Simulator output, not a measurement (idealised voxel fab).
The name of this process module is voxel lift off.
Cross-section cut: width 290 nm, square cells of 5 nm.
Notation: cross-section as square-cell grid; stated in bands, top first, going down; one or more cell rows per band. Band entry format. Leading values: height of top, height of bottom, nm. Remainder: materials in left-to-right order, each with its width in nm. Special words: "edge to edge" on a single material, which then fills the band edge to edge; "empty", empty space. Note: height 0 marks the level under which the wafer is uniformly one material as received. Lowest band unbounded below, written "0..down". The notation "30->40" denotes a width that varies across the rows of cells in the band, beginning at the first number in the top row, finishing at the second number in the bottom row, and changing by an identical amount from each row to the next. "no alteration" -> step changed no cross-section cell. "Closed void register" - sealed voids, min. 8 cells, no opening to top; format: width x height at distance (distance from left edge; nm throughout). That trailing text on a step's line, after the settings, is the simulator's own remark on the step. overlay nm: on a step with a mask, how far right of its planned place the mask lay; negative means left.

### The planned process steps are enumerated hereunder
1. RECEIVE [material Si]
2. CONFORMAL_DEP [material SiN] [thk nm 15]
3. PATTERN [tone open] [mask id LINES] [material resist] [width nm 15] [pitch nm 35] [thk nm 15] [overlay nm 0]
4. DIRECTIONAL_DEP [material Ru] [thk nm 5]
5. STRIP [etch materials resist]
6. CONFORMAL_DEP [material SiCN] [thk nm 10]

### First wafer of two (run as planned)

### Here's what the wafer looked like in cross-section when it arrived - that's after step 1
  0..down = Si edge to edge
  Closed void register: none

### Cross-section of the wafer after step 2
  15..0 = SiN edge to edge
  Lower than 0, everything is as it was.

### Cross-section of the wafer after step 3
  30..15 = resist=85 | empty=15 | resist=20 | empty=15 | resist=20 | empty=15 | resist=20 | empty=15 | resist=85
  Lower than 15, everything is as it was.

### Cross-section of the wafer after step 4
  35..30 = Ru=85 | empty=15 | Ru=20 | empty=15 | Ru=20 | empty=15 | Ru=20 | empty=15 | Ru=85
  30..20 = resist=85 | empty=15 | resist=20 | empty=15 | resist=20 | empty=15 | resist=20 | empty=15 | resist=85
  20..15 = resist=85 | Ru=15 | resist=20 | Ru=15 | resist=20 | Ru=15 | resist=20 | Ru=15 | resist=85
  Lower than 15, everything is as it was.

### Cross-section of the wafer after step 5
  20..15 = empty=85 | Ru=15 | empty=20 | Ru=15 | empty=20 | Ru=15 | empty=20 | Ru=15 | empty=85
  Lower than 15, everything is as it was.

### Cross-section of the wafer after step 6
  30..25 = empty=75 | SiCN=140 | empty=75
  25..20 = SiCN edge to edge
  20..15 = SiCN=85 | Ru=15 | SiCN=20 | Ru=15 | SiCN=20 | Ru=15 | SiCN=20 | Ru=15 | SiCN=85
  Lower than 15, everything is as it was.

### Second wafer: same start and same plan as the first, one execution error; identical to the first through step 2

### Planned end of step 3: second wafer, cross-section
  30..15 = resist=90 | empty=15 | resist=20 | empty=15 | resist=20 | empty=15 | resist=20 | empty=15 | resist=80
  Lower than 15, everything is as it was.

### Planned end of step 4: second wafer, cross-section
  35..30 = Ru=90 | empty=15 | Ru=20 | empty=15 | Ru=20 | empty=15 | Ru=20 | empty=15 | Ru=80
  30..20 = resist=90 | empty=15 | resist=20 | empty=15 | resist=20 | empty=15 | resist=20 | empty=15 | resist=80
  20..15 = resist=90 | Ru=15 | resist=20 | Ru=15 | resist=20 | Ru=15 | resist=20 | Ru=15 | resist=80
  Lower than 15, everything is as it was.

### Planned end of step 5: second wafer, cross-section
  20..15 = empty=90 | Ru=15 | empty=20 | Ru=15 | empty=20 | Ru=15 | empty=20 | Ru=15 | empty=80
  Lower than 15, everything is as it was.

### Planned end of step 6: second wafer, cross-section
  30..25 = empty=80 | SiCN=140 | empty=70
  25..20 = SiCN edge to edge
  20..15 = SiCN=90 | Ru=15 | SiCN=20 | Ru=15 | SiCN=20 | Ru=15 | SiCN=20 | Ru=15 | SiCN=80
  Lower than 15, everything is as it was.
Heads up, the wafer didn't run the way we planned it: step 3 deviated from plan and actually ran as PATTERN [tone open] [mask id LINES] [material resist] [width nm 15] [pitch nm 35] [thk nm 15] [overlay nm 5]
Both wafers, final: cells per material equal; arrangement not.
